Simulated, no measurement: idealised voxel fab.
voxel wiring stack: a process module
Cross-section cut spans 235 nm and uses square cells 5 nm in size.
A cross-section in this document is a grid of square cells, and it is written down as bands, the top band listed before the ones below it; a band is made up of one or more rows of cells.
First you get the band's top height and its bottom height, in nm, and then the materials it's made of, left to right, with each width in nm. If you see a single material with "all across", that one covers the band edge to edge. "air" is empty space.
Below 0: as-received wafer, all one material; heights counted from there. Lowest band: no bottom, goes on down, written "0 nm and below".
Width spec "30 to 40" -> top row of cells at first value, bottom row at second value, equal per-row change in between.
When a step is marked "everything unchanged", none of the cells in the cross-section changed during that step.
Closed empty spaces (no open way to the top) of 8 cells or more are what "closed voids" lists, each as width x height at distance from the left edge, nm for all three.
Past the settings on a step's line: simulator remark, on that step.
overlay nm: right-of-plan distance of the mask on a masked step; negative values mean left-of-plan.

So here's the lineup of process steps we planned
step 1: RECEIVE with material Si
step 2: CONFORMAL_DEP with material SiO2, thk nm 10
step 3: CONFORMAL_DEP with material SiN, thk nm 5
step 4: DIRECTIONAL_DEP with material lowk, thk nm 25
step 5: DIRECTIONAL_DEP with material aC, thk nm 15
step 6: PATTERN with tone open, mask id METAL_1, material resist, width nm 15, pitch nm 45, thk nm 30, overlay nm 0
step 7: DIRECTIONAL_ETCH with etch materials aC, depth nm 15
step 8: STRIP with etch materials resist
step 9: DIRECTIONAL_ETCH with etch materials lowk, depth nm 25
step 10: DIRECTIONAL_ETCH with etch materials SiN, depth nm 5
step 11: STRIP with etch materials aC
step 12: CONFORMAL_DEP with material TiN, thk nm 5
step 13: FILL_DEP with material Ru, thk nm 10
step 14: CMP with height nm 40
step 15: CONFORMAL_DEP with material SiCN, thk nm 5
step 16: DIRECTIONAL_DEP with material lowk, thk nm 30
step 17: PATTERN with tone open, mask id METAL_2_HOLES, material resist, width nm 15, pitch nm 90, thk nm 20, overlay nm 0
step 18: DIRECTIONAL_ETCH with etch materials lowk, depth nm 30
step 19: STRIP with etch materials resist
step 20: PATTERN with tone open, mask id METAL_2, material resist, width nm 25, pitch nm 45, thk nm 15, overlay nm 0
step 21: DIRECTIONAL_ETCH with etch materials lowk, depth nm 15
step 22: DIRECTIONAL_ETCH with etch materials SiCN, depth nm 5
step 23: STRIP with etch materials resist
step 24: CONFORMAL_DEP with material TiN, thk nm 5
step 25: FILL_DEP with material Cu, thk nm 10
step 26: CMP with height nm 75
step 27: CONFORMAL_DEP with material SiCN, thk nm 5
step 28: DIRECTIONAL_DEP with material SiO2, thk nm 30
step 29: MASKED_ETCH with tone open, mask id METAL_3, width nm 25, pitch nm 45, etch materials SiO2, depth nm 15, overlay nm 0
step 30: PATTERN with tone open, mask id METAL_3_HOLES, material resist, width nm 15, pitch nm 90, thk nm 20, overlay nm 0
step 31: DIRECTIONAL_ETCH with etch materials SiO2, depth nm 15
step 32: DIRECTIONAL_ETCH with etch materials SiCN, depth nm 5
step 33: STRIP with etch materials resist
step 34: CONFORMAL_DEP with material TiN, thk nm 5
step 35: FILL_DEP with material Ru, thk nm 5
step 36: CMP with height nm 110
step 37: CONFORMAL_DEP with material SiN, thk nm 5
For this document, wafers share an identical start and vary in the step 6 width nm; the plan quotes the first wafer's value.

First wafer of several, as received: cross-section after step 1
- 0 nm and below = Si all across
- closed voids: none

Once step 37, the last step, is complete, the module is at its end; this is the cross-section of the first of several wafers
- 115 nm to 110 nm = SiN all across
- 110 nm to 100 nm = SiO2=60, TiN=5, Ru=15, TiN=5, SiO2=20, TiN=5, Ru=15, TiN=5, SiO2=20, TiN=5, Ru=15, TiN=5, SiO2=60
- 100 nm to 95 nm = SiO2=60, TiN=5, Ru=5, TiN=15, SiO2=20, TiN=25, SiO2=20, TiN=5, Ru=5, TiN=15, SiO2=60
- 95 nm to 80 nm = SiO2=60, TiN=5, Ru=5, TiN=5, SiO2=75, TiN=5, Ru=5, TiN=5, SiO2=70
- 80 nm to 75 nm = SiCN=60, TiN=15, SiCN=75, TiN=15, SiCN=70
- 75 nm to 65 nm = lowk=60, TiN=5, Cu=15, TiN=5, lowk=20, TiN=5, Cu=15, TiN=5, lowk=20, TiN=5, Cu=15, TiN=5, lowk=60
- 65 nm to 60 nm = lowk=60, TiN=5, Cu=5, TiN=15, lowk=20, TiN=25, lowk=20, TiN=5, Cu=5, TiN=15, lowk=60
- 60 nm to 45 nm = lowk=60, TiN=5, Cu=5, TiN=5, lowk=75, TiN=5, Cu=5, TiN=5, lowk=70
- 45 nm to 40 nm = SiCN=60, TiN=15, SiCN=75, TiN=15, SiCN=70
- 40 nm to 15 nm = lowk=65, TiN=5, Ru=5, TiN=5, lowk=30, TiN=5, Ru=5, TiN=5, lowk=30, TiN=5, Ru=5, TiN=5, lowk=65
- 15 nm to 10 nm = SiN=65, TiN=15, SiN=30, TiN=15, SiN=30, TiN=15, SiN=65
- 10 nm to 0 nm = SiO2 all across
- 0 nm and below = Si all across
- closed voids: none

End of module: cross-section, last of several wafers
- 115 nm to 110 nm = SiN all across
- 110 nm to 100 nm = SiO2=60, TiN=5, Ru=15, TiN=5, SiO2=20, TiN=5, Ru=15, TiN=5, SiO2=20, TiN=5, Ru=15, TiN=5, SiO2=60
- 100 nm to 95 nm = SiO2=60, TiN=5, Ru=5, TiN=15, SiO2=20, TiN=25, SiO2=20, TiN=5, Ru=5, TiN=15, SiO2=60
- 95 nm to 80 nm = SiO2=60, TiN=5, Ru=5, TiN=5, SiO2=75, TiN=5, Ru=5, TiN=5, SiO2=70
- 80 nm to 75 nm = SiCN=60, TiN=15, SiCN=75, TiN=15, SiCN=70
- 75 nm to 65 nm = lowk=60, TiN=5, Cu=15, TiN=5, lowk=20, TiN=5, Cu=15, TiN=5, lowk=20, TiN=5, Cu=15, TiN=5, lowk=60
- 65 nm to 60 nm = lowk=60, TiN=5, Cu=5, TiN=15, lowk=20, TiN=25, lowk=20, TiN=5, Cu=5, TiN=15, lowk=60
- 60 nm to 45 nm = lowk=60, TiN=5, Cu=5, TiN=5, lowk=75, TiN=5, Cu=5, TiN=5, lowk=70
- 45 nm to 40 nm = SiCN=60, TiN=15, SiCN=75, TiN=15, SiCN=70
- 40 nm to 15 nm = lowk=60, TiN=5, Ru=20, TiN=5, lowk=15, TiN=5, Ru=20, TiN=5, lowk=15, TiN=5, Ru=20, TiN=5, lowk=55
- 15 nm to 10 nm = SiN=60, TiN=30, SiN=15, TiN=30, SiN=15, TiN=30, SiN=55
- 10 nm to 0 nm = SiO2 all across
- 0 nm and below = Si all across
- closed voids: none

Below, a row for every wafer. Read it as the end-of-module picture: for each material the wafer shows its cells gained (+) or lost (-) since it was received, and then its closed voids
width nm 15, +26 Cu, +41 Ru, +82 SiCN, +85 SiN, +313 SiO2, +125 TiN, +409 lowk, closed voids: none
width nm 20, +26 Cu, +56 Ru, +82 SiCN, +82 SiN, +313 SiO2, +128 TiN, +394 lowk, closed voids: none
width nm 25, +26 Cu, +71 Ru, +82 SiCN, +79 SiN, +313 SiO2, +131 TiN, +379 lowk, closed voids: none
width nm 30, +26 Cu, +86 Ru, +82 SiCN, +76 SiN, +313 SiO2, +134 TiN, +364 lowk, closed voids: none
